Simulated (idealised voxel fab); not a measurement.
Process module heading - voxel capacitor over wiring
The cross-section on display is named cut; it measures 220 nm wide, and its cells are 5 nm squares.
Just so we're on the same page, the cross-sections are grids of square cells, and they're listed out in bands top to bottom, each band one or more rows deep.
Band: top and bottom heights (nm) first, top before bottom; then materials from left to right, widths in nm. "throughout" marks a sole material filling the band edge to edge. "empty" denotes empty space.
Zero point of the height axis is 0; under it, received wafer = one material. Lowest band: continues down indefinitely, "top 0, no bottom".
The width entry "30->40" should be interpreted row by row: the top row of cells in the band takes the first number, the bottom row takes the second number, and the change between adjacent rows is uniform throughout.
No cell of the cross-section changed in a step that is given as "left unchanged".
"Sealed-off cavities": empty spaces of 8 cells or more with no open way to the top, each given as width x height at distance, distance from the left edge, all in nm.
If you see something after the settings on a step's line, that's the simulator's own remark about that step.
The line of a step may include "overlay nm". On a step with a mask, this value is how far to the right of its planned place the mask lay. A negative value means the mask lay to the left.
Process steps foreseen in the plan
1,RECEIVE: material Si
2,CONFORMAL_DEP: material SiO2, thk nm 15
3,DIRECTIONAL_DEP: material TiN, thk nm 5
4,DIRECTIONAL_DEP: material W, thk nm 15
5,DIRECTIONAL_DEP: material aC, thk nm 15
6,PATTERN: tone cover, mask id METAL_1, material resist, width nm 30, pitch nm 90, thk nm 30, overlay nm 0
7,DIRECTIONAL_ETCH: etch materials aC, depth nm 15
8,STRIP: etch materials resist
9,DIRECTIONAL_ETCH: etch materials W, depth nm 15
10,DIRECTIONAL_ETCH: etch materials TiN, depth nm 5
11,STRIP: etch materials aC
12,CONFORMAL_DEP: material SiN, thk nm 5
13,FILL_DEP: material SiO2, thk nm 5
14,CMP: height nm 35
15,CONFORMAL_DEP: material SiCN, thk nm 5
16,DIRECTIONAL_DEP: material SiO2, thk nm 15
17,PATTERN: tone open, mask id PLUG_1, material resist, width nm 15, thk nm 15, overlay nm 0
18,DIRECTIONAL_ETCH: etch materials SiO2, depth nm 15
19,DIRECTIONAL_ETCH: etch materials SiCN, depth nm 5
20,STRIP: etch materials resist
21,CONFORMAL_DEP: material TiN, thk nm 5
22,FILL_DEP: material Cu, thk nm 10
23,CMP: height nm 55
24,DIRECTIONAL_DEP: material TiN, thk nm 10
25,DIRECTIONAL_DEP: material Al2O3, thk nm 5
26,DIRECTIONAL_DEP: material TiN, thk nm 5
27,PATTERN: tone cover, mask id UPPER_PLATE, material resist, width nm 65, thk nm 15, overlay nm 0
28,DIRECTIONAL_ETCH: etch materials TiN, depth nm 5
29,DIRECTIONAL_ETCH: etch materials Al2O3, depth nm 5
30,STRIP: etch materials resist
31,DIRECTIONAL_DEP: material aC, thk nm 10
32,PATTERN: tone cover, mask id LOWER_PLATE, material resist, width nm 75, thk nm 25, overlay nm 0
33,DIRECTIONAL_ETCH: etch materials aC, depth nm 10
34,STRIP: etch materials resist
35,DIRECTIONAL_ETCH: etch materials TiN, depth nm 10
36,STRIP: etch materials aC
37,FILL_DEP: material SiO2, thk nm 20
38,CMP: height nm 90
39,MASKED_ETCH: tone open, mask id PLUG_2, width nm 15, etch materials SiO2, depth nm 15, overlay nm 0
40,CONFORMAL_DEP: material TiN, thk nm 5
41,FILL_DEP: material W, thk nm 5
42,CMP: height nm 90
43,CONFORMAL_DEP: material SiCN, thk nm 5
As received, after step 1
	top 0, no bottom | Si throughout
	Sealed-off cavities: none
As-planned run: cross-section of the first of two wafers at end of module
	top 95, bottom 90 | SiCN throughout
	top 90, bottom 80 | SiO2 75 nm, then TiN 5 nm, then W 5 nm, then TiN 5 nm, then SiO2 130 nm
	top 80, bottom 70 | SiO2 75->65 nm, then TiN 15->65 nm, then SiO2 130->90 nm
	top 70, bottom 65 | SiO2 65 nm, then Al2O3 65 nm, then SiO2 90 nm
	top 65, bottom 55 | SiO2 60 nm, then TiN 75 nm, then SiO2 85 nm
	top 55, bottom 40 | SiO2 65 nm, then TiN 5 nm, then Cu 5 nm, then TiN 5 nm, then SiO2 140 nm
	top 40, bottom 35 | SiCN 65 nm, then TiN 15 nm, then SiCN 140 nm
	top 35, bottom 20 | SiO2 45 nm, then SiN 5 nm, then W 30 nm, then SiN 5 nm, then SiO2 50 nm, then SiN 5 nm, then W 30 nm, then SiN 5 nm, then SiO2 45 nm
	top 20, bottom 15 | SiN 50 nm, then TiN 30 nm, then SiN 60 nm, then TiN 30 nm, then SiN 50 nm
	top 15, bottom 0 | SiO2 throughout
	top 0, no bottom | Si throughout
	Sealed-off cavities: none
Cross-sectional view of the second of two wafers upon completion of the module. This wafer shared its starting condition and process plan with the first; one error was made during its execution
	top 95, bottom 90 | SiCN throughout
	top 90, bottom 80 | SiO2 75 nm, then TiN 5 nm, then W 5 nm, then TiN 5 nm, then SiO2 130 nm
	top 80, bottom 70 | SiO2 75->65 nm, then TiN 15->65 nm, then SiO2 130->90 nm
	top 70, bottom 65 | SiO2 65 nm, then Al2O3 65 nm, then SiO2 90 nm
	top 65, bottom 55 | SiO2 60 nm, then TiN 75 nm, then SiO2 85 nm
	top 55, bottom 50 | SiCN 65 nm, then TiN 15 nm, then SiCN 140 nm
	top 50, bottom 35 | SiO2 throughout
	top 35, bottom 20 | SiO2 45 nm, then SiN 5 nm, then W 30 nm, then SiN 5 nm, then SiO2 50 nm, then SiN 5 nm, then W 30 nm, then SiN 5 nm, then SiO2 45 nm
	top 20, bottom 15 | SiN 50 nm, then TiN 30 nm, then SiN 60 nm, then TiN 30 nm, then SiN 50 nm
	top 15, bottom 0 | SiO2 throughout
	top 0, no bottom | Si throughout
	Sealed-off cavities: none
Diagnosis: deviation from plan: step 16 and step 15 executed in one another's positions
at the end the second wafer has, in cells: 3 fewer of Cu, 9 more of SiO2, 6 fewer of TiN
